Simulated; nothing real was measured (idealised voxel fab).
The document below concerns the process module designated voxel fin reveal.
This is section cut - it's 255 nm across, gridded in 5 nm square cells.
How to read a cross-section here: the picture is a grid of square cells, written as bands going from the top down, and any band can span one or more rows of cells.
Band: top height; bottom height; in nm. Then, left to right: material with width in nm, for each material. "edge to edge": a single material spanning edge to edge. "blank": empty space.
Beneath 0, the wafer as received is one material, and that level is where height counting begins. The lowest band goes on downward without a bottom; it is written like "0 and below".
Width spec "30->40" -> top row of cells at first value, bottom row at second value, equal per-row change in between.
Reading "no alterations made" for a step: not a cell of the cross-section changed in it.
Empty spaces counting at least 8 cells and having no open way to the top are listed in "Entrapped void list". The notation width x height at distance is used for each, the distance being from the left edge and all three values in nm.
Post-settings text on a step line: simulator's own remark regarding the step.
overlay nm: where the mask lay relative to plan, measured to the right, on steps with a mask; negatives go left.
Planned process steps
1,RECEIVE with material Si
2,CONFORMAL_DEP with material SiN, thk nm 5
3,DIRECTIONAL_DEP with material aC, thk nm 10
4,PATTERN with tone cover, mask id FINS, material resist, width nm 15, pitch nm 35, thk nm 25, overlay nm 0
5,DIRECTIONAL_ETCH with etch materials aC, depth nm 10
6,STRIP with etch materials resist
7,DIRECTIONAL_ETCH with etch materials SiN, depth nm 5
8,DIRECTIONAL_ETCH with etch materials Si, depth nm 30
9,STRIP with etch materials aC
10,FILL_DEP with material SiO2, thk nm 15
11,CMP with height nm 5
12,SELECTIVE_ETCH with etch materials SiO2, depth nm 15
13,STRIP with etch materials SiN
14,CONFORMAL_DEP with material HfO2, thk nm 5
Wafer cross-section on receipt, i.e. after step 1
> 0 and below | Si edge to edge
> Entrapped void list: none
Cross-section taken at module completion on the first of two wafers; processed per the plan
> 5 down to 0 | 80 nm blank / 25 nm HfO2 / 10 nm blank / 25 nm HfO2 / 10 nm blank / 25 nm HfO2 / 80 nm blank
> 0 down to -5 | 80 nm blank / 5 nm HfO2 / 15 nm Si / 5 nm HfO2 / 10 nm blank / 5 nm HfO2 / 15 nm Si / 5 nm HfO2 / 10 nm blank / 5 nm HfO2 / 15 nm Si / 5 nm HfO2 / 80 nm blank
> -5 down to -10 | 85 nm HfO2 / 15 nm Si / 20 nm HfO2 / 15 nm Si / 20 nm HfO2 / 15 nm Si / 85 nm HfO2
> -10 down to -30 | 85 nm SiO2 / 15 nm Si / 20 nm SiO2 / 15 nm Si / 20 nm SiO2 / 15 nm Si / 85 nm SiO2
> -30 and below | Si edge to edge
> Entrapped void list: none
This is the second of the two wafers, cross-sectioned at the end of the module; it started exactly like the first and was given the same plan, but it was run with one mistake
> 5 down to 0 | 80 nm blank / 30 nm HfO2 / 5 nm blank / 30 nm HfO2 / 5 nm blank / 30 nm HfO2 / 75 nm blank
> 0 down to -5 | 80 nm blank / 5 nm HfO2 / 20 nm Si / 5 nm HfO2 / 5 nm blank / 5 nm HfO2 / 20 nm Si / 5 nm HfO2 / 5 nm blank / 5 nm HfO2 / 20 nm Si / 5 nm HfO2 / 75 nm blank
> -5 down to -10 | 85 nm HfO2 / 20 nm Si / 15 nm HfO2 / 20 nm Si / 15 nm HfO2 / 20 nm Si / 80 nm HfO2
> -10 down to -30 | 85 nm SiO2 / 20 nm Si / 15 nm SiO2 / 20 nm Si / 15 nm SiO2 / 20 nm Si / 80 nm SiO2
> -30 and below | Si edge to edge
> Entrapped void list: none
what went wrong: step 4 deviated from plan and actually ran as PATTERN with tone cover, mask id FINS, material resist, width nm 20, pitch nm 35, thk nm 25, overlay nm 0
Final tally in cells, some materials are higher or lower on the second wafer than on the first: 18 more of Si | 12 fewer of SiO2
